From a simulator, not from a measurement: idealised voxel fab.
The following process module bears the name voxel fin reveal.
Cross-section cut: width 185 nm, square cells of 5 nm.
Reading order for cross-sections: top band down to bottom band. Underlying form: a grid of square cells. Band size: one or more rows of cells.
Band: top height; bottom height; in nm. Then, left to right: material with width in nm, for each material. "all across": a single material spanning edge to edge. "empty": empty space.
Heights are expressed relative to 0, this being the level below which the as-received wafer comprises one material exclusively. The lowest band is unbounded in the downward direction and is denoted as in "0 -> down".
Read "30 to 40" as a graded width: first number on top, second number at the bottom, same change between each pair of neighbouring rows.
"nothing changed" (step): cross-section cells unchanged, all of them.
In the "Closed void register" entry, you get each enclosed empty space of 8 cells or more, one with no open way to the top, written width x height at distance, distance from the left edge, in nm.
Post-settings text on a step line: simulator's own remark regarding the step.
A step's line can hold "overlay nm"; with a mask on that step, the setting says how far right of the planned place the mask lay, while a negative setting says it lay to the left.

## Process steps - plan
1: RECEIVE [material Si]
2: CONFORMAL_DEP [material SiN] [thk nm 10]
3: PATTERN [tone cover] [mask id FINS] [material resist] [width nm 15] [pitch nm 40] [thk nm 20] [overlay nm 0]
4: DIRECTIONAL_ETCH [etch materials SiN] [depth nm 10]
5: DIRECTIONAL_ETCH [etch materials Si] [depth nm 35]
6: STRIP [etch materials resist]
7: OXIDIZE [depth nm 5]
8: FILL_DEP [material SiO2] [thk nm 10]
9: CMP [height nm 10]
10: SELECTIVE_ETCH [etch materials SiO2] [depth nm 30]
11: STRIP [etch materials SiN]
12: CONFORMAL_DEP [material HfO2] [thk nm 5]
For clarity, it should be stated that the wafers under discussion commence in an identical condition and differ with respect to the width nm of step 3, the plan indicating the value that the first wafer had.

## Cross-section of the first of several wafers as received (after step 1)
* 0 -> down: Si all across
* Closed void register: none

## Take any row and you have a wafer at the end of the module: how many cells of each material it has gained (+) or lost (-) since it was received, and then its closed voids
width nm 15, +53 HfO2, -280 Si, +140 SiO2, Closed void register: none
width nm 20, +53 HfO2, -264 Si, +132 SiO2, Closed void register: none
width nm 25, +53 HfO2, -248 Si, +124 SiO2, Closed void register: none
